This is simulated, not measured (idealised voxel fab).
process module | voxel trench capacitor
cross-section cut | 230 nm wide | cells 5 nm
A cross-section is a grid of square cells, given in bands from the top down. A band is one or more rows of cells.
Each band's line starts with the height of the band's top and of its bottom, in nm. Then come its materials from left to right, each with its width in nm. One material with "throughout" fills the band from edge to edge. "air" is empty space.
Height 0 is the level under which the wafer as received is all one material. The lowest band goes on downwards, as in "0 down".
A width such as "30 to 40" changes by the same amount from each row of cells to the next, from the band's top row to its bottom row.
"no change" after a step means that no cell of the cross-section changed.
closed voids: empty space of 8 cells or more with no open way to the top, each as width x height at its distance from the left edge, in nm
after a step's settings: what the simulator itself notes on the step
overlay nm, on a step with a mask: how far to the right of its planned place the mask lay; to the left if negative
plan
1 op RECEIVE | material Si
2 op CONFORMAL_DEP | material SiN | thk nm 5
3 op DIRECTIONAL_DEP | material aC | thk nm 15
4 op PATTERN | tone open | mask id TRENCH | material resist | width nm 20 | pitch nm 40 | thk nm 30 | overlay nm -15
5 op DIRECTIONAL_ETCH | etch materials aC | depth nm 15
6 op STRIP | etch materials resist
7 op DIRECTIONAL_ETCH | etch materials SiN | depth nm 5
8 op DIRECTIONAL_ETCH | etch materials Si | depth nm 25
9 op STRIP | etch materials aC
10 op CONFORMAL_DEP | material SiO2 | thk nm 5
11 op FILL_DEP | material polySi | thk nm 10
12 op CMP | height nm 5
varied across the wafers: overlay nm of step 4. The plan shows the first wafer's value. All wafers start alike
first wafer as received, after step 1
  0 down: Si throughout
  closed voids: none
first wafer at the end, after step 12
  5 to 0: SiN 70 | SiO2 5 | polySi 10 | SiO2 5 | SiN 20 | SiO2 5 | polySi 10 | SiO2 5 | SiN 100
  0 to -20: Si 70 | SiO2 5 | polySi 10 | SiO2 5 | Si 20 | SiO2 5 | polySi 10 | SiO2 5 | Si 100
  -20 to -25: Si 70 | SiO2 20 | Si 20 | SiO2 20 | Si 100
  -25 down: Si throughout
  closed voids: none
last wafer at the end
  5 to 0: SiN 100 | SiO2 5 | polySi 10 | SiO2 5 | SiN 20 | SiO2 5 | polySi 10 | SiO2 5 | SiN 70
  0 to -20: Si 100 | SiO2 5 | polySi 10 | SiO2 5 | Si 20 | SiO2 5 | polySi 10 | SiO2 5 | Si 70
  -20 to -25: Si 100 | SiO2 20 | Si 20 | SiO2 20 | Si 70
  -25 down: Si throughout
  closed voids: none
each wafer at the end: cells of each material gained (+) or lost (-) since it was received, then its closed voids
overlay nm -15 | -40 Si | +38 SiN | +28 SiO2 | +20 polySi | closed voids: none
overlay nm -10 | -40 Si | +38 SiN | +28 SiO2 | +20 polySi | closed voids: none
overlay nm -5 | -40 Si | +38 SiN | +28 SiO2 | +20 polySi | closed voids: none
overlay nm 0 | -40 Si | +38 SiN | +28 SiO2 | +20 polySi | closed voids: none
overlay nm 5 | -40 Si | +38 SiN | +28 SiO2 | +20 polySi | closed voids: none
overlay nm 10 | -40 Si | +38 SiN | +28 SiO2 | +20 polySi | closed voids: none
overlay nm 15 | -40 Si | +38 SiN | +28 SiO2 | +20 polySi | closed voids: none
